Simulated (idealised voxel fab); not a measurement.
process module | voxel air gaps
cross-section cut | 210 nm wide | cells 5 nm
A cross-section is a grid of square cells, given in bands from the top down. A band is one or more rows of cells.
Each band's line starts with the height of the band's top and of its bottom, in nm. Then come its materials from left to right, each with its width in nm. One material with "throughout" fills the band from edge to edge. "air" is empty space.
Height 0 is the level under which the wafer as received is all one material. The lowest band goes on downwards, as in "0 down".
A width such as "30 to 40" changes by the same amount from each row of cells to the next, from the band's top row to its bottom row.
"no change" after a step means that no cell of the cross-section changed.
closed voids: empty space of 8 cells or more with no open way to the top, each as width x height at its distance from the left edge, in nm
after a step's settings: what the simulator itself notes on the step
overlay nm, on a step with a mask: how far to the right of its planned place the mask lay; to the left if negative
plan
1 op RECEIVE | material Si
2 op CONFORMAL_DEP | material SiO2 | thk nm 10
3 op CONFORMAL_DEP | material SiCN | thk nm 5
4 op DIRECTIONAL_DEP | material lowk | thk nm 35
5 op DIRECTIONAL_DEP | material aC | thk nm 15
6 op PATTERN | tone open | mask id LINES | material resist | width nm 15 | pitch nm 45 | thk nm 35 | overlay nm 0
7 op DIRECTIONAL_ETCH | etch materials aC | depth nm 15
8 op STRIP | etch materials resist
9 op DIRECTIONAL_ETCH | etch materials lowk | depth nm 35
10 op STRIP | etch materials aC
11 op CONFORMAL_DEP | material TiN | thk nm 5
12 op FILL_DEP | material W | thk nm 10
13 op CMP | height nm 50
14 op EPI | material Ru | thk nm 10
15 op SELECTIVE_ETCH | etch materials lowk | depth nm 45
16 op CONFORMAL_DEP | material SiCN | thk nm 5
as received, after step 1
  0 down: Si throughout
  closed voids: none
first wafer at the end, as planned
  65 to 60: air 35 | SiCN 135 | air 40
  60 to 50: air 35 | SiCN 5 | Ru 35 | SiCN 10 | Ru 35 | SiCN 10 | Ru 35 | SiCN 5 | air 40
  50 to 45: air 35 | SiCN 15 | TiN 5 | W 5 | TiN 5 | SiCN 30 | TiN 5 | W 5 | TiN 5 | SiCN 30 | TiN 5 | W 5 | TiN 5 | SiCN 15 | air 40
  45 to 20: air 45 | SiCN 5 | TiN 5 | W 5 | TiN 5 | SiCN 5 | air 20 | SiCN 5 | TiN 5 | W 5 | TiN 5 | SiCN 5 | air 20 | SiCN 5 | TiN 5 | W 5 | TiN 5 | SiCN 5 | air 50
  20 to 15: SiCN 50 | TiN 15 | SiCN 30 | TiN 15 | SiCN 30 | TiN 15 | SiCN 55
  15 to 10: SiCN throughout
  10 to 0: SiO2 throughout
  0 down: Si throughout
  closed voids: 20 x 25 at 70; 20 x 25 at 115
second wafer at the end: like start, like plan, one mistake
  65 to 60: air 35 | TiN 135 | air 40
  60 to 50: air 35 | TiN 5 | Ru 35 | TiN 10 | Ru 35 | TiN 10 | Ru 35 | TiN 5 | air 40
  50 to 45: air 35 | TiN 20 | W 5 | TiN 40 | W 5 | TiN 40 | W 5 | TiN 20 | air 40
  45 to 20: air 45 | TiN 10 | W 5 | TiN 10 | air 20 | TiN 10 | W 5 | TiN 10 | air 20 | TiN 10 | W 5 | TiN 10 | air 50
  20 to 15: TiN throughout
  15 to 10: SiCN throughout
  10 to 0: SiO2 throughout
  0 down: Si throughout
  closed voids: 20 x 25 at 70; 20 x 25 at 115
what went wrong: step 16 ran as: op CONFORMAL_DEP | material TiN | thk nm 5
at the end the second wafer has, in cells: 120 fewer of SiCN | 120 more of TiN
